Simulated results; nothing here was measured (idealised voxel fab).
process module | voxel double patterning
cross-section cut | 250 nm wide | cells 5 nm
A cross-section is a grid of square cells, given in bands from the top down. A band is one or more rows of cells.
Each band's line starts with the height of the band's top and of its bottom, in nm. Then come its materials from left to right, each with its width in nm. One material with "throughout" fills the band from edge to edge. "air" is empty space.
Height 0 is the level under which the wafer as received is all one material. The lowest band goes on downwards, as in "0 down".
A width such as "30 to 40" changes by the same amount from each row of cells to the next, from the band's top row to its bottom row.
"no change" after a step means that no cell of the cross-section changed.
closed voids: empty space of 8 cells or more with no open way to the top, each as width x height at its distance from the left edge, in nm
after a step's settings: what the simulator itself notes on the step
overlay nm, on a step with a mask: how far to the right of its planned place the mask lay; to the left if negative
plan
1 op RECEIVE | material Si
2 op CONFORMAL_DEP | material SiO2 | thk nm 10
3 op DIRECTIONAL_DEP | material W | thk nm 15
4 op DIRECTIONAL_DEP | material SiN | thk nm 10
5 op MASKED_ETCH | tone open | mask id FIRST | width nm 15 | pitch nm 50 | etch materials SiN | depth nm 10 | overlay nm 0
6 op MASKED_ETCH | tone open | mask id SECOND | width nm 15 | etch materials SiN | depth nm 10 | overlay nm 0
7 op DIRECTIONAL_ETCH | etch materials W | depth nm 15
8 op STRIP | etch materials SiN
as received, after step 1
  0 down: Si throughout
  closed voids: none
first wafer at the end, as planned
  25 to 10: W 90 | air 15 | W 10 | air 15 | W 10 | air 15 | W 95
  10 to 0: SiO2 throughout
  0 down: Si throughout
  closed voids: none
second wafer at the end: like start, like plan, one mistake
  25 to 10: W 90 | air 15 | W 5 | air 15 | W 15 | air 15 | W 95
  10 to 0: SiO2 throughout
  0 down: Si throughout
  closed voids: none
what went wrong: step 6 ran as: op MASKED_ETCH | tone open | mask id SECOND | width nm 15 | etch materials SiN | depth nm 10 | overlay nm -5
at the end the second wafer has, in cells: as many of each material as the first, in other places
